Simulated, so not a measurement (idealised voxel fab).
Documented hereafter: the process module known as voxel self aligned contacts.
Each square cell in cross-section cut measures 5 nm, and the section as a whole is 210 nm wide.
In what follows, cross-sections appear as grids of square cells, described through bands that run from the top down, where every band is one or more rows of cells. Each band's line starts with the height of the band's top and of its bottom, in nm. Then come its materials from left to right, each with its width in nm. One material with "edge to edge" fills the band from edge to edge. "blank" is empty space. Below 0: as-received wafer, all one material; heights counted from there. Lowest band: no bottom, goes on down, written "0..down". The two numbers in a width such as "30 to 40" mark its ends across the band: the first belongs to the top row of cells, the second to the bottom row, and from each row to the next the width moves by the same amount. Take "nothing was modified" at face value: in the step it is given for, the cross-section changed in none of its cells. Listed in "Trapped voids": every empty space of 8 or more cells without an open way to the top. Form: width x height at distance, the distance being from the left edge, all in nm. Read whatever lies past the settings on a step's line as the simulator's own remark about the step. The line of a step may include "overlay nm". On a step with a mask, this value is how far to the right of its planned place the mask lay. A negative value means the mask lay to the left.

Planned process steps
1) RECEIVE | material Si
2) OXIDIZE | depth nm 5
3) DIRECTIONAL_DEP | material polySi | thk nm 25
4) DIRECTIONAL_DEP | material SiN | thk nm 20
5) MASKED_ETCH | tone cover | mask id GATE | width nm 25 | pitch nm 60 | etch materials SiN | depth nm 20 | overlay nm 0
6) MASKED_ETCH | tone cover | mask id GATE | width nm 25 | pitch nm 60 | etch materials polySi | depth nm 30 | overlay nm 0
7) CONFORMAL_DEP | material SiN | thk nm 10
8) DIRECTIONAL_ETCH | etch materials SiN | depth nm 10
9) FILL_DEP | material SiO2 | thk nm 15
10) CMP | height nm 60
11) MASKED_ETCH | tone open | mask id CONTACT | width nm 45 | etch materials SiO2 | depth nm 65 | overlay nm 0
12) CONFORMAL_DEP | material TiN | thk nm 5
13) FILL_DEP | material W | thk nm 10
14) CMP | height nm 60
15) CONFORMAL_DEP | material SiN | thk nm 5
Variable across wafers: step 3 thk nm (plan value is that of the first wafer; starting state common to all).

Incoming state of the first of several wafers in cross-section: after step 1
- 0..down: Si edge to edge
- Trapped voids: none

First of several wafers, sectioned at end of module (last step: step 15)
- 65..60: SiN edge to edge
- 60..50: SiO2=80; TiN=5; W=35; TiN=5; SiO2=85
- 50..45: SiO2=80; TiN=20; W=5; TiN=20; SiO2=85
- 45..25: SiO2=50; SiN=45; TiN=5; W=5; TiN=5; SiN=45; SiO2=55
- 25..0: SiO2=50; SiN=10; polySi=25; SiN=10; TiN=5; W=5; TiN=5; SiN=10; polySi=25; SiN=10; SiO2=55
- 0..-5: SiO2=95; TiN=15; SiO2=100
- -5..down: Si edge to edge
- Trapped voids: none

Here we cross-sectioned the last of the wafers once the module was done
- 65..60: SiN edge to edge
- 60..45: SiO2=50; SiN=45; TiN=5; W=5; TiN=5; SiN=45; SiO2=55
- 45..20: SiO2=50; SiN=10; polySi=25; SiN=10; TiN=5; W=5; TiN=5; SiN=10; polySi=25; SiN=10; SiO2=55
- 20..15: SiO2=50; SiN=10; polySi=25; SiN=10; TiN=15; SiN=10; polySi=25; SiN=10; SiO2=55
- 15..0: polySi edge to edge
- 0..-5: SiO2 edge to edge
- -5..down: Si edge to edge
- Trapped voids: none

Quick key for the table: a row per wafer, taken at the end of the module. For each material it tells you how many cells the wafer gained (+) or lost (-) since it came in, and the closed voids come after
thk nm 25; -42 Si; +154 SiN; +327 SiO2; +33 TiN; +24 W; +50 polySi; Trapped voids: none
thk nm 30; -42 Si; +162 SiN; +315 SiO2; +33 TiN; +18 W; +60 polySi; Trapped voids: none
thk nm 35; -42 Si; +162 SiN; +285 SiO2; +29 TiN; +10 W; +102 polySi; Trapped voids: none
thk nm 40; -42 Si; +162 SiN; +252 SiO2; +21 TiN; +9 W; +144 polySi; Trapped voids: none
thk nm 45; -42 Si; +144 SiN; +231 SiO2; +19 TiN; +8 W; +186 polySi; Trapped voids: none
